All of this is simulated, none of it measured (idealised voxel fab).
process module | voxel wiring stack
cross-section cut | 245 nm wide | cells 5 nm
A cross-section is a grid of square cells, given in bands from the top down. A band is one or more rows of cells.
Each band's line starts with the height of the band's top and of its bottom, in nm. Then come its materials from left to right, each with its width in nm. One material with "throughout" fills the band from edge to edge. "air" is empty space.
Height 0 is the level under which the wafer as received is all one material. The lowest band goes on downwards, as in "0 down".
A width such as "30 to 40" changes by the same amount from each row of cells to the next, from the band's top row to its bottom row.
"no change" after a step means that no cell of the cross-section changed.
closed voids: empty space of 8 cells or more with no open way to the top, each as width x height at its distance from the left edge, in nm
after a step's settings: what the simulator itself notes on the step
overlay nm, on a step with a mask: how far to the right of its planned place the mask lay; to the left if negative
plan
1 op RECEIVE | material Si
2 op CONFORMAL_DEP | material SiO2 | thk nm 15
3 op DIRECTIONAL_DEP | material TiN | thk nm 5
4 op DIRECTIONAL_DEP | material W | thk nm 25
5 op MASKED_ETCH | tone cover | mask id METAL_1 | width nm 25 | pitch nm 50 | etch materials W | depth nm 25 | overlay nm 0
6 op MASKED_ETCH | tone cover | mask id METAL_1 | width nm 25 | pitch nm 50 | etch materials TiN | depth nm 5 | overlay nm 0
7 op CONFORMAL_DEP | material SiN | thk nm 5
8 op FILL_DEP | material SiO2 | thk nm 5
9 op CMP | height nm 45
10 op CONFORMAL_DEP | material SiCN | thk nm 5
11 op DIRECTIONAL_DEP | material lowk | thk nm 15
12 op DIRECTIONAL_DEP | material aC | thk nm 15
13 op PATTERN | tone open | mask id PLUG_1 | material resist | width nm 15 | thk nm 35 | overlay nm 0
14 op DIRECTIONAL_ETCH | etch materials aC | depth nm 15
15 op STRIP | etch materials resist
16 op DIRECTIONAL_ETCH | etch materials lowk | depth nm 15
17 op DIRECTIONAL_ETCH | etch materials SiCN | depth nm 5
18 op STRIP | etch materials aC
19 op EPI | material Ru | thk nm 10
20 op EPI | material Ru | thk nm 10
21 op DIRECTIONAL_DEP | material TiN | thk nm 5
22 op DIRECTIONAL_DEP | material W | thk nm 20
23 op PATTERN | tone cover | mask id METAL_2 | material resist | width nm 25 | pitch nm 50 | thk nm 15 | overlay nm 0
24 op DIRECTIONAL_ETCH | etch materials W | depth nm 20
25 op DIRECTIONAL_ETCH | etch materials TiN | depth nm 5
26 op STRIP | etch materials resist
27 op CONFORMAL_DEP | material SiCN | thk nm 5
28 op FILL_DEP | material SiO2 | thk nm 5
29 op CMP | height nm 90
30 op CONFORMAL_DEP | material SiCN | thk nm 5
31 op DIRECTIONAL_DEP | material lowk | thk nm 30
32 op MASKED_ETCH | tone open | mask id METAL_3 | width nm 25 | pitch nm 50 | etch materials lowk | depth nm 15 | overlay nm 0
33 op PATTERN | tone open | mask id METAL_3_HOLES | material resist | width nm 15 | thk nm 15 | overlay nm 0
34 op DIRECTIONAL_ETCH | etch materials lowk | depth nm 15
35 op DIRECTIONAL_ETCH | etch materials SiCN | depth nm 5
36 op STRIP | etch materials resist
37 op CONFORMAL_DEP | material TiN | thk nm 5
38 op FILL_DEP | material Cu | thk nm 10
39 op CMP | height nm 125
40 op CONFORMAL_DEP | material SiCN | thk nm 5
as received, after step 1
  0 down: Si throughout
  closed voids: none
a wafer at the end: this start, this plan, one mistake
  130 to 125: SiCN throughout
  125 to 115: lowk 85 | TiN 5 | Cu 15 | TiN 5 | lowk 25 | TiN 5 | Cu 15 | TiN 5 | lowk 85
  115 to 110: lowk 85 | TiN 5 | Cu 5 | TiN 15 | lowk 25 | TiN 25 | lowk 85
  110 to 95: lowk 85 | TiN 5 | Cu 5 | TiN 5 | lowk 145
  95 to 90: SiCN 85 | TiN 15 | SiCN 145
  90 to 70: SiO2 80 | SiCN 5 | W 25 | SiCN 5 | SiO2 15 | SiCN 5 | W 25 | SiCN 5 | SiO2 80
  70 to 65: SiCN 85 | TiN 25 | SiCN 25 | TiN 25 | SiCN 85
  65 to 50: lowk 85 | Ru 15 | lowk 145
  50 to 45: SiCN 85 | Ru 15 | SiCN 145
  45 to 25: SiO2 80 | SiN 5 | W 25 | SiN 5 | SiO2 15 | SiN 5 | W 25 | SiN 5 | SiO2 80
  25 to 20: SiO2 70 | SiN 15 | W 25 | SiN 5 | SiO2 5 | SiN 15 | W 25 | SiN 5 | SiO2 80
  20 to 15: SiN 75 | TiN 35 | SiN 15 | TiN 35 | SiN 85
  15 to 0: SiO2 throughout
  0 down: Si throughout
  closed voids: none
what went wrong: step 6 ran as: op MASKED_ETCH | tone cover | mask id METAL_1 | width nm 25 | pitch nm 50 | etch materials TiN | depth nm 5 | overlay nm -10
